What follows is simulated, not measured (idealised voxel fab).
process module | voxel wiring stack
cross-section cut | 260 nm wide | cells 5 nm
A cross-section is a grid of square cells, given in bands from the top down. A band is one or more rows of cells.
Each band's line starts with the height of the band's top and of its bottom, in nm. Then come its materials from left to right, each with its width in nm. One material with "throughout" fills the band from edge to edge. "air" is empty space.
Height 0 is the level under which the wafer as received is all one material. The lowest band goes on downwards, as in "0 down".
A width such as "30 to 40" changes by the same amount from each row of cells to the next, from the band's top row to its bottom row.
"no change" after a step means that no cell of the cross-section changed.
closed voids: empty space of 8 cells or more with no open way to the top, each as width x height at its distance from the left edge, in nm
after a step's settings: what the simulator itself notes on the step
overlay nm, on a step with a mask: how far to the right of its planned place the mask lay; to the left if negative
plan
1 op RECEIVE | material Si
2 op CONFORMAL_DEP | material SiO2 | thk nm 15
3 op DIRECTIONAL_DEP | material TiN | thk nm 5
4 op DIRECTIONAL_DEP | material Ru | thk nm 25
5 op PATTERN | tone cover | mask id METAL_1 | material resist | width nm 30 | pitch nm 45 | thk nm 15 | overlay nm 0
6 op DIRECTIONAL_ETCH | etch materials Ru | depth nm 25
7 op DIRECTIONAL_ETCH | etch materials TiN | depth nm 5
8 op STRIP | etch materials resist
9 op CONFORMAL_DEP | material SiCN | thk nm 5
10 op FILL_DEP | material SiO2 | thk nm 5
11 op CMP | height nm 45
12 op CONFORMAL_DEP | material SiCN | thk nm 5
13 op DIRECTIONAL_DEP | material lowk | thk nm 20
14 op MASKED_ETCH | tone open | mask id PLUG_1 | width nm 15 | pitch nm 90 | etch materials lowk | depth nm 20 | overlay nm -15
15 op MASKED_ETCH | tone open | mask id PLUG_1 | width nm 15 | pitch nm 90 | etch materials SiCN | depth nm 5 | overlay nm 0
16 op EPI | material Ru | thk nm 10
17 op EPI | material Ru | thk nm 10
18 op EPI | material Ru | thk nm 5
19 op CONFORMAL_DEP | material SiN | thk nm 5
20 op DIRECTIONAL_DEP | material SiO2 | thk nm 25
21 op DIRECTIONAL_DEP | material aC | thk nm 15
22 op PATTERN | tone open | mask id METAL_2 | material resist | width nm 30 | pitch nm 45 | thk nm 35 | overlay nm 0
23 op DIRECTIONAL_ETCH | etch materials aC | depth nm 15
24 op STRIP | etch materials resist
25 op DIRECTIONAL_ETCH | etch materials SiO2 | depth nm 25
26 op DIRECTIONAL_ETCH | etch materials SiN | depth nm 5
27 op STRIP | etch materials aC
28 op CONFORMAL_DEP | material TiN | thk nm 5
29 op FILL_DEP | material Ru | thk nm 10
30 op CMP | height nm 100
31 op EPI | material Ru | thk nm 5
32 op FILL_DEP | material SiCN | thk nm 5
33 op DIRECTIONAL_DEP | material lowk | thk nm 25
34 op PATTERN | tone open | mask id METAL_3 | material resist | width nm 30 | pitch nm 45 | thk nm 20 | overlay nm 0
35 op DIRECTIONAL_ETCH | etch materials lowk | depth nm 15
36 op STRIP | etch materials resist
37 op DIRECTIONAL_DEP | material aC | thk nm 15
38 op PATTERN | tone open | mask id METAL_3_HOLES | material resist | width nm 15 | pitch nm 45 | thk nm 30 | overlay nm 0
39 op DIRECTIONAL_ETCH | etch materials aC | depth nm 15
40 op STRIP | etch materials resist
41 op DIRECTIONAL_ETCH | etch materials lowk | depth nm 10
42 op DIRECTIONAL_ETCH | etch materials SiCN | depth nm 5
43 op STRIP | etch materials aC
44 op CONFORMAL_DEP | material TiN | thk nm 5
45 op FILL_DEP | material Cu | thk nm 5
46 op CMP | height nm 135
47 op CONFORMAL_DEP | material SiN | thk nm 5
varied across the wafers: overlay nm of step 14. The plan shows the first wafer's value. All wafers start alike
first wafer as received, after step 1
  0 down: Si throughout
  closed voids: none
each wafer at the end: cells of each material gained (+) or lost (-) since it was received, then its closed voids
overlay nm -15 | +33 Cu | +177 Ru | +184 SiCN | +102 SiN | +466 SiO2 | +122 TiN | +372 lowk | closed voids: none
overlay nm -10 | +33 Cu | +200 Ru | +185 SiCN | +86 SiN | +466 SiO2 | +114 TiN | +372 lowk | closed voids: none
overlay nm -5 | +33 Cu | +202 Ru | +183 SiCN | +86 SiN | +466 SiO2 | +114 TiN | +372 lowk | closed voids: none
overlay nm 0 | +33 Cu | +204 Ru | +181 SiCN | +86 SiN | +466 SiO2 | +114 TiN | +372 lowk | closed voids: none
overlay nm 5 | +33 Cu | +202 Ru | +183 SiCN | +86 SiN | +466 SiO2 | +114 TiN | +372 lowk | closed voids: none
overlay nm 10 | +33 Cu | +200 Ru | +185 SiCN | +86 SiN | +466 SiO2 | +114 TiN | +372 lowk | closed voids: none
overlay nm 15 | +33 Cu | +174 Ru | +187 SiCN | +102 SiN | +466 SiO2 | +122 TiN | +372 lowk | closed voids: none
